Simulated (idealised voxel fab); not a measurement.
voxel capacitor over wiring: a process module
Cross-section cut: width 225 nm, square cells of 5 nm.
Each cross-section below is a grid of square cells, stated as bands in top-down order, with one or more rows of cells making up each band.
What a band's entry tells you: where the top is and where the bottom is, as heights in nm, and after that what lies inside, material by material from left to right, each with its width in nm. Empty space is written as the word "air", and a single material marked with the word "all across" occupies the band from edge to edge.
Ref level 0: as-received wafer is one material below here. Bottom band extends down with no lower bound ("0..down").
A width such as "30..40" changes by the same amount from each row of cells to the next, from the band's top row to its bottom row.
"same as before", as given for a step, is the statement that not any cell of the cross-section underwent a change during that step.
In the "Sealed void inventory" entry, you get each enclosed empty space of 8 cells or more, one with no open way to the top, written width x height at distance, distance from the left edge, in nm.
What comes after the settings on a step's line is commentary from the simulator itself on that step.
If you see "overlay nm" on a step's line and that step has a mask, it's telling you how far right of where it was planned the mask ended up; a negative number means it went left instead.

The steps planned for the process are as follows:
| 1 | op RECEIVE | material Si |
| 2 | op CONFORMAL_DEP | material SiO2 | thk nm 10 |
| 3 | op CONFORMAL_DEP | material SiN | thk nm 5 |
| 4 | op DIRECTIONAL_DEP | material lowk | thk nm 25 |
| 5 | op DIRECTIONAL_DEP | material aC | thk nm 15 |
| 6 | op PATTERN | tone open | mask id METAL_1 | material resist | width nm 25 | pitch nm 80 | thk nm 30 | overlay nm 0 |
| 7 | op DIRECTIONAL_ETCH | etch materials aC | depth nm 15 |
| 8 | op STRIP | etch materials resist |
| 9 | op DIRECTIONAL_ETCH | etch materials lowk | depth nm 25 |
| 10 | op DIRECTIONAL_ETCH | etch materials SiN | depth nm 5 |
| 11 | op STRIP | etch materials aC |
| 12 | op CONFORMAL_DEP | material TiN | thk nm 5 |
| 13 | op FILL_DEP | material Ru | thk nm 5 |
| 14 | op CMP | height nm 40 |
| 15 | op EPI | material Ru | thk nm 5 |
| 16 | op FILL_DEP | material SiCN | thk nm 5 |
| 17 | op DIRECTIONAL_DEP | material lowk | thk nm 20 |
| 18 | op DIRECTIONAL_DEP | material aC | thk nm 10 |
| 19 | op PATTERN | tone open | mask id PLUG_1 | material resist | width nm 15 | thk nm 25 | overlay nm 0 |
| 20 | op DIRECTIONAL_ETCH | etch materials aC | depth nm 10 |
| 21 | op STRIP | etch materials resist |
| 22 | op DIRECTIONAL_ETCH | etch materials lowk | depth nm 20 |
| 23 | op DIRECTIONAL_ETCH | etch materials SiCN | depth nm 5 |
| 24 | op STRIP | etch materials aC |
| 25 | op EPI | material Ru | thk nm 10 |
| 26 | op EPI | material Ru | thk nm 10 |
| 27 | op EPI | material Ru | thk nm 5 |
| 28 | op DIRECTIONAL_DEP | material TiN | thk nm 10 |
| 29 | op DIRECTIONAL_DEP | material HfO2 | thk nm 5 |
| 30 | op DIRECTIONAL_DEP | material TiN | thk nm 10 |
| 31 | op MASKED_ETCH | tone cover | mask id UPPER_PLATE | width nm 60 | etch materials TiN | depth nm 10 | overlay nm 0 |
| 32 | op MASKED_ETCH | tone cover | mask id UPPER_PLATE | width nm 60 | etch materials HfO2 | depth nm 5 | overlay nm 0 |
| 33 | op MASKED_ETCH | tone cover | mask id LOWER_PLATE | width nm 70 | etch materials TiN | depth nm 10 | overlay nm 0 |
| 34 | op FILL_DEP | material SiO2 | thk nm 15 |
| 35 | op CMP | height nm 105 |
| 36 | op MASKED_ETCH | tone open | mask id PLUG_2 | width nm 15 | etch materials SiO2 | depth nm 10 | overlay nm 0 |
| 37 | op CONFORMAL_DEP | material TiN | thk nm 5 |
| 38 | op FILL_DEP | material W | thk nm 10 |
| 39 | op CMP | height nm 105 |
| 40 | op CONFORMAL_DEP | material SiCN | thk nm 5 |

Wafer as received: cross-section following step 1:
	0..down: Si all across
	Sealed void inventory: none

First of two wafers: cross-section at end of module, run per plan:
	110..105: SiCN all across
	105..100: 80 of SiO2 / 5 of TiN / 5 of W / 5 of TiN / 130 of SiO2
	100..95: 80 of SiO2 / 15 of TiN / 130 of SiO2
	95..85: 70 of SiO2 / 60 of TiN / 95 of SiO2
	85..80: 70 of SiO2 / 60 of HfO2 / 95 of SiO2
	80..70: 65 of SiO2 / 70 of TiN / 90 of SiO2
	70..50: 70 of lowk / 15 of Ru / 140 of lowk
	50..45: 70 of SiCN / 15 of Ru / 140 of SiCN
	45..40: 55 of SiCN / 35 of Ru / 45 of SiCN / 35 of Ru / 55 of SiCN
	40..15: 60 of lowk / 5 of TiN / 15 of Ru / 5 of TiN / 55 of lowk / 5 of TiN / 15 of Ru / 5 of TiN / 60 of lowk
	15..10: 60 of SiN / 25 of TiN / 55 of SiN / 25 of TiN / 60 of SiN
	10..0: SiO2 all across
	0..down: Si all across
	Sealed void inventory: none

Cross-sectional view of the second of two wafers upon completion of the module. This wafer shared its starting condition and process plan with the first; one error was made during its execution:
	110..105: SiCN all across
	105..100: 80 of SiO2 / 5 of TiN / 5 of W / 5 of TiN / 130 of SiO2
	100..95: 80 of SiO2 / 15 of TiN / 130 of SiO2
	95..85: 70 of SiO2 / 60 of TiN / 95 of SiO2
	85..80: 70 of SiO2 / 60 of HfO2 / 95 of SiO2
	80..70: 65 of SiO2 / 70 of TiN / 90 of SiO2
	70..50: 70 of lowk / 15 of Ru / 140 of lowk
	50..45: 70 of SiCN / 15 of Ru / 140 of SiCN
	45..40: 65 of SiCN / 35 of Ru / 45 of SiCN / 35 of Ru / 45 of SiCN
	40..15: 70 of lowk / 5 of TiN / 15 of Ru / 5 of TiN / 55 of lowk / 5 of TiN / 15 of Ru / 5 of TiN / 50 of lowk
	15..10: 70 of SiN / 25 of TiN / 55 of SiN / 25 of TiN / 50 of SiN
	10..0: SiO2 all across
	0..down: Si all across
	Sealed void inventory: none
The plan and the run diverged here: step 6 did not happen as planned, as run it was op PATTERN | tone open | mask id METAL_1 | material resist | width nm 25 | pitch nm 80 | thk nm 30 | overlay nm 10
Final wafers compared: equal cell tally per material, rearranged layout.
